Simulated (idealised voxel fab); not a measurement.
Process module name: voxel capacitor over wiring
cross-section cut | 160 nm wide | cells 5 nm
We lay out every cross-section as a grid of square cells and spell it out in bands from the top down, where one band means one or more rows of cells. The band entry comprises the height of the band's top followed by the height of its bottom, expressed in nm, and subsequently the band's materials from left to right, each stated together with its width in nm. Where a single material is marked with the word "throughout", that material fills the band from edge to edge. The word "empty" represents empty space. Note: height 0 marks the level under which the wafer is uniformly one material as received. Lowest band unbounded below, written "from 0 down". A width given as "30->40" starts at the first number in the band's top row and ends at the second number in its bottom row, shifting by an equal amount at every step from row to row. Reading "no change occurred" for a step: not a cell of the cross-section changed in it. "Sealed internal voids" specifies each empty space that is not open to the top and that occupies no fewer than 8 cells, using the form width x height at distance, the distance measured from the left edge and all three quantities in nm. Where a step's line continues beyond its settings, the continuation is a remark by the simulator itself on that step. The setting "overlay nm" may be written on the line of a step. When the step uses a mask, the value reports how far to the right of the planned place the mask lay, and a negative value reports that it lay to the left.
THIS SECTION LISTS THE PROCESS STEPS THAT WERE PLANNED
| 1 | RECEIVE [material Si] |
| 2 | CONFORMAL_DEP [material SiO2] [thk nm 10] |
| 3 | DIRECTIONAL_DEP [material TiN] [thk nm 5] |
| 4 | DIRECTIONAL_DEP [material Ru] [thk nm 20] |
| 5 | DIRECTIONAL_DEP [material aC] [thk nm 15] |
| 6 | PATTERN [tone cover] [mask id METAL_1] [material resist] [width nm 25] [pitch nm 75] [thk nm 35] [overlay nm 0] |
| 7 | DIRECTIONAL_ETCH [etch materials aC] [depth nm 15] |
| 8 | STRIP [etch materials resist] |
| 9 | DIRECTIONAL_ETCH [etch materials Ru] [depth nm 20] |
| 10 | DIRECTIONAL_ETCH [etch materials TiN] [depth nm 5] |
| 11 | STRIP [etch materials aC] |
| 12 | FILL_DEP [material lowk] [thk nm 5] |
| 13 | CMP [height nm 35] |
| 14 | CONFORMAL_DEP [material SiCN] [thk nm 5] |
| 15 | DIRECTIONAL_DEP [material SiO2] [thk nm 10] |
| 16 | DIRECTIONAL_DEP [material aC] [thk nm 10] |
| 17 | PATTERN [tone open] [mask id PLUG_1] [material resist] [width nm 15] [thk nm 30] [overlay nm 0] |
| 18 | DIRECTIONAL_ETCH [etch materials aC] [depth nm 10] |
| 19 | STRIP [etch materials resist] |
| 20 | DIRECTIONAL_ETCH [etch materials SiO2] [depth nm 10] |
| 21 | DIRECTIONAL_ETCH [etch materials SiCN] [depth nm 5] |
| 22 | STRIP [etch materials aC] |
| 23 | CONFORMAL_DEP [material TiN] [thk nm 5] |
| 24 | FILL_DEP [material Ru] [thk nm 5] |
| 25 | CMP [height nm 50] |
| 26 | DIRECTIONAL_DEP [material TiN] [thk nm 10] |
| 27 | DIRECTIONAL_DEP [material HfO2] [thk nm 5] |
| 28 | DIRECTIONAL_DEP [material TiN] [thk nm 10] |
| 29 | MASKED_ETCH [tone cover] [mask id UPPER_PLATE] [width nm 55] [etch materials TiN] [depth nm 10] [overlay nm 0] |
| 30 | MASKED_ETCH [tone cover] [mask id UPPER_PLATE] [width nm 55] [etch materials HfO2] [depth nm 5] [overlay nm 0] |
| 31 | PATTERN [tone cover] [mask id LOWER_PLATE] [material resist] [width nm 65] [thk nm 20] [overlay nm 0] |
| 32 | DIRECTIONAL_ETCH [etch materials TiN] [depth nm 10] |
| 33 | STRIP [etch materials resist] |
| 34 | FILL_DEP [material SiO2] [thk nm 20] |
| 35 | CMP [height nm 90] |
| 36 | PATTERN [tone open] [mask id PLUG_2] [material resist] [width nm 15] [thk nm 20] [overlay nm 0] |
| 37 | DIRECTIONAL_ETCH [etch materials SiO2] [depth nm 15] |
| 38 | STRIP [etch materials resist] |
| 39 | CONFORMAL_DEP [material TiN] [thk nm 5] |
| 40 | FILL_DEP [material W] [thk nm 5] |
| 41 | CMP [height nm 90] |
| 42 | CONFORMAL_DEP [material SiN] [thk nm 5] |
WAFER, FIRST OF TWO, RUN AS PLANNED
AS-RECEIVED STATE OF THE WAFER IN CROSS-SECTION, EQUIVALENT TO POST-STEP 1
from 0 down | Si throughout
Sealed internal voids: none
THE WAFER IN CROSS-SECTION ONCE STEP 2 IS COMPLETE
from 10 to 0 | SiO2 throughout
Below 0, the layers are the same as they were.
THE WAFER IN CROSS-SECTION ONCE STEP 3 IS COMPLETE
from 15 to 10 | TiN throughout
Below 10, the layers are the same as they were.
THE WAFER IN CROSS-SECTION ONCE STEP 4 IS COMPLETE
from 35 to 15 | Ru throughout
Below 15, the layers are the same as they were.
THE WAFER IN CROSS-SECTION ONCE STEP 5 IS COMPLETE
from 50 to 35 | aC throughout
Below 35, the layers are the same as they were.
THE WAFER IN CROSS-SECTION ONCE STEP 6 IS COMPLETE
from 85 to 50 | empty: 30; resist: 25; empty: 50; resist: 25; empty: 30
Below 50, the layers are the same as they were.
THE WAFER IN CROSS-SECTION ONCE STEP 7 IS COMPLETE
from 70 to 50 | empty: 30; resist: 25; empty: 50; resist: 25; empty: 30
from 50 to 35 | empty: 30; aC: 25; empty: 50; aC: 25; empty: 30
Below 35, the layers are the same as they were.
THE WAFER IN CROSS-SECTION ONCE STEP 8 IS COMPLETE
from 50 to 35 | empty: 30; aC: 25; empty: 50; aC: 25; empty: 30
Below 35, the layers are the same as they were.
THE WAFER IN CROSS-SECTION ONCE STEP 9 IS COMPLETE
from 50 to 35 | empty: 30; aC: 25; empty: 50; aC: 25; empty: 30
from 35 to 15 | empty: 30; Ru: 25; empty: 50; Ru: 25; empty: 30
Below 15, the layers are the same as they were.
THE WAFER IN CROSS-SECTION ONCE STEP 10 IS COMPLETE
from 50 to 35 | empty: 30; aC: 25; empty: 50; aC: 25; empty: 30
from 35 to 15 | empty: 30; Ru: 25; empty: 50; Ru: 25; empty: 30
from 15 to 10 | empty: 30; TiN: 25; empty: 50; TiN: 25; empty: 30
Below 10, the layers are the same as they were.
THE WAFER IN CROSS-SECTION ONCE STEP 11 IS COMPLETE
from 35 to 15 | empty: 30; Ru: 25; empty: 50; Ru: 25; empty: 30
Below 15, the layers are the same as they were.
THE WAFER IN CROSS-SECTION ONCE STEP 12 IS COMPLETE
from 40 to 35 | lowk throughout
from 35 to 15 | lowk: 30; Ru: 25; lowk: 50; Ru: 25; lowk: 30
from 15 to 10 | lowk: 30; TiN: 25; lowk: 50; TiN: 25; lowk: 30
Below 10, the layers are the same as they were.
THE WAFER IN CROSS-SECTION ONCE STEP 13 IS COMPLETE
from 35 to 15 | lowk: 30; Ru: 25; lowk: 50; Ru: 25; lowk: 30
Below 15, the layers are the same as they were.
THE WAFER IN CROSS-SECTION ONCE STEP 14 IS COMPLETE
from 40 to 35 | SiCN throughout
Below 35, the layers are the same as they were.
THE WAFER IN CROSS-SECTION ONCE STEP 15 IS COMPLETE
from 50 to 40 | SiO2 throughout
Below 40, the layers are the same as they were.
THE WAFER IN CROSS-SECTION ONCE STEP 16 IS COMPLETE
from 60 to 50 | aC throughout
Below 50, the layers are the same as they were.
THE WAFER IN CROSS-SECTION ONCE STEP 17 IS COMPLETE
from 90 to 60 | resist: 40; empty: 15; resist: 105
Below 60, the layers are the same as they were.
THE WAFER IN CROSS-SECTION ONCE STEP 18 IS COMPLETE
from 80 to 60 | resist: 40; empty: 15; resist: 105
from 60 to 50 | aC: 40; empty: 15; aC: 105
Below 50, the layers are the same as they were.
THE WAFER IN CROSS-SECTION ONCE STEP 19 IS COMPLETE
from 60 to 50 | aC: 40; empty: 15; aC: 105
Below 50, the layers are the same as they were.
THE WAFER IN CROSS-SECTION ONCE STEP 20 IS COMPLETE
from 60 to 50 | aC: 40; empty: 15; aC: 105
from 50 to 40 | SiO2: 40; empty: 15; SiO2: 105
Below 40, the layers are the same as they were.
THE WAFER IN CROSS-SECTION ONCE STEP 21 IS COMPLETE
from 60 to 50 | aC: 40; empty: 15; aC: 105
from 50 to 40 | SiO2: 40; empty: 15; SiO2: 105
from 40 to 35 | SiCN: 40; empty: 15; SiCN: 105
Below 35, the layers are the same as they were.
THE WAFER IN CROSS-SECTION ONCE STEP 22 IS COMPLETE
from 50 to 40 | SiO2: 40; empty: 15; SiO2: 105
Below 40, the layers are the same as they were.
THE WAFER IN CROSS-SECTION ONCE STEP 23 IS COMPLETE
from 55 to 50 | TiN: 45; empty: 5; TiN: 110
from 50 to 40 | SiO2: 40; TiN: 5; empty: 5; TiN: 5; SiO2: 105
from 40 to 35 | SiCN: 40; TiN: 15; SiCN: 105
Below 35, the layers are the same as they were.
THE WAFER IN CROSS-SECTION ONCE STEP 24 IS COMPLETE
from 60 to 55 | Ru throughout
from 55 to 50 | TiN: 45; Ru: 5; TiN: 110
from 50 to 40 | SiO2: 40; TiN: 5; Ru: 5; TiN: 5; SiO2: 105
Below 40, the layers are the same as they were.
THE WAFER IN CROSS-SECTION ONCE STEP 25 IS COMPLETE
from 50 to 40 | SiO2: 40; TiN: 5; Ru: 5; TiN: 5; SiO2: 105
Below 40, the layers are the same as they were.
THE WAFER IN CROSS-SECTION ONCE STEP 26 IS COMPLETE
from 60 to 50 | TiN throughout
Below 50, the layers are the same as they were.
THE WAFER IN CROSS-SECTION ONCE STEP 27 IS COMPLETE
from 65 to 60 | HfO2 throughout
Below 60, the layers are the same as they were.
THE WAFER IN CROSS-SECTION ONCE STEP 28 IS COMPLETE
from 75 to 65 | TiN throughout
Below 65, the layers are the same as they were.
THE WAFER IN CROSS-SECTION ONCE STEP 29 IS COMPLETE
from 75 to 65 | empty: 40; TiN: 55; empty: 65
Below 65, the layers are the same as they were.
THE WAFER IN CROSS-SECTION ONCE STEP 30 IS COMPLETE
from 75 to 65 | empty: 40; TiN: 55; empty: 65
from 65 to 60 | empty: 40; HfO2: 55; empty: 65
Below 60, the layers are the same as they were.
THE WAFER IN CROSS-SECTION ONCE STEP 31 IS COMPLETE
from 95 to 75 | empty: 35; resist: 65; empty: 60
from 75 to 65 | empty: 35; resist: 5; TiN: 55; resist: 5; empty: 60
from 65 to 60 | empty: 35; resist: 5; HfO2: 55; resist: 5; empty: 60
Below 60, the layers are the same as they were.
THE WAFER IN CROSS-SECTION ONCE STEP 32 IS COMPLETE
from 95 to 75 | empty: 35; resist: 65; empty: 60
from 75 to 65 | empty: 35; resist: 5; TiN: 55; resist: 5; empty: 60
from 65 to 60 | empty: 35; resist: 5; HfO2: 55; resist: 5; empty: 60
from 60 to 50 | empty: 35; TiN: 65; empty: 60
Below 50, the layers are the same as they were.
THE WAFER IN CROSS-SECTION ONCE STEP 33 IS COMPLETE
from 75 to 65 | empty: 40; TiN: 55; empty: 65
from 65 to 60 | empty: 40; HfO2: 55; empty: 65
Below 60, the layers are the same as they were.
THE WAFER IN CROSS-SECTION ONCE STEP 34 IS COMPLETE
from 95 to 75 | SiO2 throughout
from 75 to 65 | SiO2: 40; TiN: 55; SiO2: 65
from 65 to 60 | SiO2: 40; HfO2: 55; SiO2: 65
from 60 to 50 | SiO2: 35; TiN: 65; SiO2: 60
Below 50, the layers are the same as they were.
THE WAFER IN CROSS-SECTION ONCE STEP 35 IS COMPLETE
from 90 to 75 | SiO2 throughout
Below 75, the layers are the same as they were.
THE WAFER IN CROSS-SECTION ONCE STEP 36 IS COMPLETE
from 110 to 90 | resist: 50; empty: 15; resist: 95
Below 90, the layers are the same as they were.
THE WAFER IN CROSS-SECTION ONCE STEP 37 IS COMPLETE
from 110 to 90 | resist: 50; empty: 15; resist: 95
from 90 to 75 | SiO2: 50; empty: 15; SiO2: 95
Below 75, the layers are the same as they were.
THE WAFER IN CROSS-SECTION ONCE STEP 38 IS COMPLETE
from 90 to 75 | SiO2: 50; empty: 15; SiO2: 95
Below 75, the layers are the same as they were.
THE WAFER IN CROSS-SECTION ONCE STEP 39 IS COMPLETE
from 95 to 90 | TiN: 55; empty: 5; TiN: 100
from 90 to 80 | SiO2: 50; TiN: 5; empty: 5; TiN: 5; SiO2: 95
from 80 to 75 | SiO2: 50; TiN: 15; SiO2: 95
Below 75, the layers are the same as they were.
THE WAFER IN CROSS-SECTION ONCE STEP 40 IS COMPLETE
from 100 to 95 | W throughout
from 95 to 90 | TiN: 55; W: 5; TiN: 100
from 90 to 80 | SiO2: 50; TiN: 5; W: 5; TiN: 5; SiO2: 95
Below 80, the layers are the same as they were.
THE WAFER IN CROSS-SECTION ONCE STEP 41 IS COMPLETE
from 90 to 80 | SiO2: 50; TiN: 5; W: 5; TiN: 5; SiO2: 95
Below 80, the layers are the same as they were.
THE WAFER IN CROSS-SECTION ONCE STEP 42 IS COMPLETE
from 95 to 90 | SiN throughout
Below 90, the layers are the same as they were.
WAFER TWO: LIKE WAFER ONE IN START AND PLAN, BUT WITH ONE MISTAKE IN EXECUTION; IDENTICAL UP TO AND INCLUDING STEP 2
LOOK AT THE SECOND WAFER IN CROSS-SECTION AT THE TIME STEP 3 OUGHT TO HAVE FINISHED
from 30 to 10 | Ru throughout
Below 10, the layers are the same as they were.
LOOK AT THE SECOND WAFER IN CROSS-SECTION AT THE TIME STEP 4 OUGHT TO HAVE FINISHED
from 35 to 30 | TiN throughout
Below 30, the layers are the same as they were.
LOOK AT THE SECOND WAFER IN CROSS-SECTION AT THE TIME STEP 5 OUGHT TO HAVE FINISHED
from 50 to 35 | aC throughout
Below 35, the layers are the same as they were.
LOOK AT THE SECOND WAFER IN CROSS-SECTION AT THE TIME STEP 6 OUGHT TO HAVE FINISHED
from 85 to 50 | empty: 30; resist: 25; empty: 50; resist: 25; empty: 30
Below 50, the layers are the same as they were.
LOOK AT THE SECOND WAFER IN CROSS-SECTION AT THE TIME STEP 7 OUGHT TO HAVE FINISHED
from 70 to 50 | empty: 30; resist: 25; empty: 50; resist: 25; empty: 30
from 50 to 35 | empty: 30; aC: 25; empty: 50; aC: 25; empty: 30
Below 35, the layers are the same as they were.
LOOK AT THE SECOND WAFER IN CROSS-SECTION AT THE TIME STEP 8 OUGHT TO HAVE FINISHED
from 50 to 35 | empty: 30; aC: 25; empty: 50; aC: 25; empty: 30
Below 35, the layers are the same as they were.
Look at the second wafer in cross-section at the time step 9 ought to have finished: no change occurred
LOOK AT THE SECOND WAFER IN CROSS-SECTION AT THE TIME STEP 10 OUGHT TO HAVE FINISHED
from 50 to 35 | empty: 30; aC: 25; empty: 50; aC: 25; empty: 30
from 35 to 30 | empty: 30; TiN: 25; empty: 50; TiN: 25; empty: 30
Below 30, the layers are the same as they were.
LOOK AT THE SECOND WAFER IN CROSS-SECTION AT THE TIME STEP 11 OUGHT TO HAVE FINISHED
from 35 to 30 | empty: 30; TiN: 25; empty: 50; TiN: 25; empty: 30
Below 30, the layers are the same as they were.
LOOK AT THE SECOND WAFER IN CROSS-SECTION AT THE TIME STEP 12 OUGHT TO HAVE FINISHED
from 40 to 35 | lowk throughout
from 35 to 30 | lowk: 30; TiN: 25; lowk: 50; TiN: 25; lowk: 30
Below 30, the layers are the same as they were.
LOOK AT THE SECOND WAFER IN CROSS-SECTION AT THE TIME STEP 13 OUGHT TO HAVE FINISHED
from 35 to 30 | lowk: 30; TiN: 25; lowk: 50; TiN: 25; lowk: 30
Below 30, the layers are the same as they were.
LOOK AT THE SECOND WAFER IN CROSS-SECTION AT THE TIME STEP 14 OUGHT TO HAVE FINISHED
from 40 to 35 | SiCN throughout
Below 35, the layers are the same as they were.
LOOK AT THE SECOND WAFER IN CROSS-SECTION AT THE TIME STEP 15 OUGHT TO HAVE FINISHED
from 50 to 40 | SiO2 throughout
Below 40, the layers are the same as they were.
LOOK AT THE SECOND WAFER IN CROSS-SECTION AT THE TIME STEP 16 OUGHT TO HAVE FINISHED
from 60 to 50 | aC throughout
Below 50, the layers are the same as they were.
LOOK AT THE SECOND WAFER IN CROSS-SECTION AT THE TIME STEP 17 OUGHT TO HAVE FINISHED
from 90 to 60 | resist: 40; empty: 15; resist: 105
Below 60, the layers are the same as they were.
LOOK AT THE SECOND WAFER IN CROSS-SECTION AT THE TIME STEP 18 OUGHT TO HAVE FINISHED
from 80 to 60 | resist: 40; empty: 15; resist: 105
from 60 to 50 | aC: 40; empty: 15; aC: 105
Below 50, the layers are the same as they were.
LOOK AT THE SECOND WAFER IN CROSS-SECTION AT THE TIME STEP 19 OUGHT TO HAVE FINISHED
from 60 to 50 | aC: 40; empty: 15; aC: 105
Below 50, the layers are the same as they were.
LOOK AT THE SECOND WAFER IN CROSS-SECTION AT THE TIME STEP 20 OUGHT TO HAVE FINISHED
from 60 to 50 | aC: 40; empty: 15; aC: 105
from 50 to 40 | SiO2: 40; empty: 15; SiO2: 105
Below 40, the layers are the same as they were.
LOOK AT THE SECOND WAFER IN CROSS-SECTION AT THE TIME STEP 21 OUGHT TO HAVE FINISHED
from 60 to 50 | aC: 40; empty: 15; aC: 105
from 50 to 40 | SiO2: 40; empty: 15; SiO2: 105
from 40 to 35 | SiCN: 40; empty: 15; SiCN: 105
Below 35, the layers are the same as they were.
LOOK AT THE SECOND WAFER IN CROSS-SECTION AT THE TIME STEP 22 OUGHT TO HAVE FINISHED
from 50 to 40 | SiO2: 40; empty: 15; SiO2: 105
Below 40, the layers are the same as they were.
LOOK AT THE SECOND WAFER IN CROSS-SECTION AT THE TIME STEP 23 OUGHT TO HAVE FINISHED
from 55 to 50 | TiN: 45; empty: 5; TiN: 110
from 50 to 40 | SiO2: 40; TiN: 5; empty: 5; TiN: 5; SiO2: 105
from 40 to 35 | SiCN: 40; TiN: 15; SiCN: 105
Below 35, the layers are the same as they were.
LOOK AT THE SECOND WAFER IN CROSS-SECTION AT THE TIME STEP 24 OUGHT TO HAVE FINISHED
from 60 to 55 | Ru throughout
from 55 to 50 | TiN: 45; Ru: 5; TiN: 110
from 50 to 40 | SiO2: 40; TiN: 5; Ru: 5; TiN: 5; SiO2: 105
Below 40, the layers are the same as they were.
LOOK AT THE SECOND WAFER IN CROSS-SECTION AT THE TIME STEP 25 OUGHT TO HAVE FINISHED
from 50 to 40 | SiO2: 40; TiN: 5; Ru: 5; TiN: 5; SiO2: 105
Below 40, the layers are the same as they were.
LOOK AT THE SECOND WAFER IN CROSS-SECTION AT THE TIME STEP 26 OUGHT TO HAVE FINISHED
from 60 to 50 | TiN throughout
Below 50, the layers are the same as they were.
LOOK AT THE SECOND WAFER IN CROSS-SECTION AT THE TIME STEP 27 OUGHT TO HAVE FINISHED
from 65 to 60 | HfO2 throughout
Below 60, the layers are the same as they were.
LOOK AT THE SECOND WAFER IN CROSS-SECTION AT THE TIME STEP 28 OUGHT TO HAVE FINISHED
from 75 to 65 | TiN throughout
Below 65, the layers are the same as they were.
LOOK AT THE SECOND WAFER IN CROSS-SECTION AT THE TIME STEP 29 OUGHT TO HAVE FINISHED
from 75 to 65 | empty: 40; TiN: 55; empty: 65
Below 65, the layers are the same as they were.
LOOK AT THE SECOND WAFER IN CROSS-SECTION AT THE TIME STEP 30 OUGHT TO HAVE FINISHED
from 75 to 65 | empty: 40; TiN: 55; empty: 65
from 65 to 60 | empty: 40; HfO2: 55; empty: 65
Below 60, the layers are the same as they were.
LOOK AT THE SECOND WAFER IN CROSS-SECTION AT THE TIME STEP 31 OUGHT TO HAVE FINISHED
from 95 to 75 | empty: 35; resist: 65; empty: 60
from 75 to 65 | empty: 35; resist: 5; TiN: 55; resist: 5; empty: 60
from 65 to 60 | empty: 35; resist: 5; HfO2: 55; resist: 5; empty: 60
Below 60, the layers are the same as they were.
LOOK AT THE SECOND WAFER IN CROSS-SECTION AT THE TIME STEP 32 OUGHT TO HAVE FINISHED
from 95 to 75 | empty: 35; resist: 65; empty: 60
from 75 to 65 | empty: 35; resist: 5; TiN: 55; resist: 5; empty: 60
from 65 to 60 | empty: 35; resist: 5; HfO2: 55; resist: 5; empty: 60
from 60 to 50 | empty: 35; TiN: 65; empty: 60
Below 50, the layers are the same as they were.
LOOK AT THE SECOND WAFER IN CROSS-SECTION AT THE TIME STEP 33 OUGHT TO HAVE FINISHED
from 75 to 65 | empty: 40; TiN: 55; empty: 65
from 65 to 60 | empty: 40; HfO2: 55; empty: 65
Below 60, the layers are the same as they were.
LOOK AT THE SECOND WAFER IN CROSS-SECTION AT THE TIME STEP 34 OUGHT TO HAVE FINISHED
from 95 to 75 | SiO2 throughout
from 75 to 65 | SiO2: 40; TiN: 55; SiO2: 65
from 65 to 60 | SiO2: 40; HfO2: 55; SiO2: 65
from 60 to 50 | SiO2: 35; TiN: 65; SiO2: 60
Below 50, the layers are the same as they were.
LOOK AT THE SECOND WAFER IN CROSS-SECTION AT THE TIME STEP 35 OUGHT TO HAVE FINISHED
from 90 to 75 | SiO2 throughout
Below 75, the layers are the same as they were.
LOOK AT THE SECOND WAFER IN CROSS-SECTION AT THE TIME STEP 36 OUGHT TO HAVE FINISHED
from 110 to 90 | resist: 50; empty: 15; resist: 95
Below 90, the layers are the same as they were.
LOOK AT THE SECOND WAFER IN CROSS-SECTION AT THE TIME STEP 37 OUGHT TO HAVE FINISHED
from 110 to 90 | resist: 50; empty: 15; resist: 95
from 90 to 75 | SiO2: 50; empty: 15; SiO2: 95
Below 75, the layers are the same as they were.
LOOK AT THE SECOND WAFER IN CROSS-SECTION AT THE TIME STEP 38 OUGHT TO HAVE FINISHED
from 90 to 75 | SiO2: 50; empty: 15; SiO2: 95
Below 75, the layers are the same as they were.
LOOK AT THE SECOND WAFER IN CROSS-SECTION AT THE TIME STEP 39 OUGHT TO HAVE FINISHED
from 95 to 90 | TiN: 55; empty: 5; TiN: 100
from 90 to 80 | SiO2: 50; TiN: 5; empty: 5; TiN: 5; SiO2: 95
from 80 to 75 | SiO2: 50; TiN: 15; SiO2: 95
Below 75, the layers are the same as they were.
LOOK AT THE SECOND WAFER IN CROSS-SECTION AT THE TIME STEP 40 OUGHT TO HAVE FINISHED
from 100 to 95 | W throughout
from 95 to 90 | TiN: 55; W: 5; TiN: 100
from 90 to 80 | SiO2: 50; TiN: 5; W: 5; TiN: 5; SiO2: 95
Below 80, the layers are the same as they were.
LOOK AT THE SECOND WAFER IN CROSS-SECTION AT THE TIME STEP 41 OUGHT TO HAVE FINISHED
from 90 to 80 | SiO2: 50; TiN: 5; W: 5; TiN: 5; SiO2: 95
Below 80, the layers are the same as they were.
LOOK AT THE SECOND WAFER IN CROSS-SECTION AT THE TIME STEP 42 OUGHT TO HAVE FINISHED
from 95 to 90 | SiN throughout
Below 90, the layers are the same as they were.
Nonconformance to the process plan: steps 3 and 4 of the plan were run in the wrong order, each in the other's place
The second wafer ends with more or fewer cells of some materials than the first, per final count: 88 more of Ru, 88 fewer of lowk
